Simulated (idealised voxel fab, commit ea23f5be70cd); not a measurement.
process module | voxel gate over fins
cross-section cut | 155 nm wide | cells 5 nm
A cross-section is a grid of square cells, given in bands from the top down. A band is one or more rows of cells.
Each band's line starts with the height of the band's top and of its bottom, in nm. Then come its materials from left to right, each with its width in nm. One material with "throughout" fills the band from edge to edge. "air" is empty space.
Height 0 is the level under which the wafer as received is all one material. The lowest band goes on downwards, as in "0 down".
A width such as "30 to 40" changes by the same amount from each row of cells to the next, from the band's top row to its bottom row.
"no change" after a step means that no cell of the cross-section changed.
closed voids: empty space of 8 cells or more with no open way to the top, each as width x height at its distance from the left edge, in nm
after a step's settings: what the simulator itself notes on the step
overlay nm, on a step with a mask: how far to the right of its planned place the mask lay; to the left if negative
plan
1 op RECEIVE | material Si
2 op CONFORMAL_DEP | material SiN | thk nm 10
3 op MASKED_ETCH | tone cover | mask id FINS | width nm 15 | pitch nm 55 | etch materials SiN | depth nm 10 | overlay nm 0
4 op MASKED_ETCH | tone cover | mask id FINS | width nm 15 | pitch nm 55 | etch materials Si | depth nm 35 | overlay nm 0
5 op FILL_DEP | material SiO2 | thk nm 15
6 op CMP | height nm 10
7 op DIRECTIONAL_DEP | material aC | thk nm 10
8 op PATTERN | tone open | mask id RAIL | material resist | width nm 15 | thk nm 25 | overlay nm 0
9 op DIRECTIONAL_ETCH | etch materials aC | depth nm 10
10 op STRIP | etch materials resist
11 op DIRECTIONAL_ETCH | etch materials SiO2 | depth nm 40
12 op STRIP | etch materials aC
13 op CONFORMAL_DEP | material TiN | thk nm 5
14 op FILL_DEP | material Ru | thk nm 10
15 op CMP | height nm 10
16 op SELECTIVE_ETCH | etch materials W Ru TiN | depth nm 30
17 op FILL_DEP | material SiO2 | thk nm 5
18 op CMP | height nm 10
19 op SELECTIVE_ETCH | etch materials SiO2 | depth nm 25
20 op STRIP | etch materials SiN
21 op CONFORMAL_DEP | material HfO2 | thk nm 5
22 op CONFORMAL_DEP | material TiN | thk nm 5
23 op CONFORMAL_DEP | material TiAl | thk nm 5
24 op CONFORMAL_DEP | material TiN | thk nm 5
25 op FILL_DEP | material W | thk nm 10
26 op CMP | height nm 25
27 op CONFORMAL_DEP | material SiCN | thk nm 10
as received, after step 1
  0 down: Si throughout
  closed voids: none
first wafer at the end, as planned
  35 to 25: SiCN throughout
  25 to 20: W throughout
  20 to 15: TiN throughout
  15 to 10: TiAl 45 | TiN 10 | TiAl 45 | TiN 10 | TiAl 45
  10 to 5: TiAl 5 | TiN 35 | TiAl 5 | TiN 10 | TiAl 5 | TiN 35 | TiAl 5 | TiN 10 | TiAl 5 | TiN 35 | TiAl 5
  5 to 0: TiAl 5 | TiN 5 | HfO2 25 | TiN 5 | TiAl 5 | TiN 10 | TiAl 5 | TiN 5 | HfO2 25 | TiN 5 | TiAl 5 | TiN 10 | TiAl 5 | TiN 5 | HfO2 25 | TiN 5 | TiAl 5
  0 to -5: TiAl 5 | TiN 5 | HfO2 5 | Si 15 | HfO2 5 | TiN 5 | TiAl 20 | TiN 5 | HfO2 5 | Si 15 | HfO2 5 | TiN 5 | TiAl 20 | TiN 5 | HfO2 5 | Si 15 | HfO2 5 | TiN 5 | TiAl 5
  -5 to -10: TiN 10 | HfO2 5 | Si 15 | HfO2 5 | TiN 30 | HfO2 5 | Si 15 | HfO2 5 | TiN 30 | HfO2 5 | Si 15 | HfO2 5 | TiN 10
  -10 to -15: HfO2 15 | Si 15 | HfO2 40 | Si 15 | HfO2 40 | Si 15 | HfO2 15
  -15 to -20: SiO2 15 | Si 15 | SiO2 40 | Si 15 | SiO2 40 | Si 15 | SiO2 15
  -20 to -25: SiO2 15 | Si 15 | SiO2 10 | TiN 5 | Ru 5 | TiN 5 | SiO2 15 | Si 15 | SiO2 40 | Si 15 | SiO2 15
  -25 to -30: SiO2 15 | Si 15 | SiO2 10 | TiN 15 | SiO2 15 | Si 15 | SiO2 40 | Si 15 | SiO2 15
  -30 to -35: SiO2 15 | Si 15 | SiO2 40 | Si 15 | SiO2 40 | Si 15 | SiO2 15
  -35 down: Si throughout
  closed voids: none
second wafer at the end: like start, like plan, one mistake
  35 to 25: SiCN throughout
  25 to 20: W throughout
  20 to 15: TiN throughout
  15 to 10: TiAl 45 | TiN 10 | TiAl 45 | TiN 10 | TiAl 45
  10 to 5: TiAl 5 | TiN 35 | TiAl 5 | TiN 10 | TiAl 5 | TiN 35 | TiAl 5 | TiN 10 | TiAl 5 | TiN 35 | TiAl 5
  5 to 0: TiAl 5 | TiN 5 | HfO2 25 | TiN 5 | TiAl 5 | TiN 10 | TiAl 5 | TiN 5 | HfO2 25 | TiN 5 | TiAl 5 | TiN 10 | TiAl 5 | TiN 5 | HfO2 25 | TiN 5 | TiAl 5
  0 to -5: TiAl 5 | TiN 5 | HfO2 5 | Si 15 | HfO2 5 | TiN 5 | TiAl 20 | TiN 5 | HfO2 5 | Si 15 | HfO2 5 | TiN 5 | TiAl 20 | TiN 5 | HfO2 5 | Si 15 | HfO2 5 | TiN 5 | TiAl 5
  -5 to -10: TiN 10 | HfO2 5 | Si 15 | HfO2 5 | TiN 30 | HfO2 5 | Si 15 | HfO2 5 | TiN 30 | HfO2 5 | Si 15 | HfO2 5 | TiN 10
  -10 to -15: HfO2 15 | Si 15 | HfO2 40 | Si 15 | HfO2 40 | Si 15 | HfO2 15
  -15 to -20: SiO2 15 | Si 15 | SiO2 40 | Si 15 | SiO2 40 | Si 15 | SiO2 15
  -20 to -25: Ru 10 | TiN 5 | Si 15 | TiN 10 | SiO2 15 | TiN 5 | Ru 5 | TiN 5 | Si 15 | TiN 5 | Ru 30 | TiN 5 | Si 15 | TiN 5 | Ru 10
  -25 to -30: TiN 15 | Si 15 | TiN 10 | SiO2 15 | TiN 15 | Si 15 | TiN 40 | Si 15 | TiN 15
  -30 to -35: SiO2 15 | Si 15 | SiO2 40 | Si 15 | SiO2 40 | Si 15 | SiO2 15
  -35 down: Si throughout
  closed voids: none
what went wrong: step 8 ran as: op PATTERN | tone cover | mask id RAIL | material resist | width nm 15 | thk nm 25 | overlay nm 0
at the end the second wafer has, in cells: 10 more of Ru | 32 fewer of SiO2 | 22 more of TiN
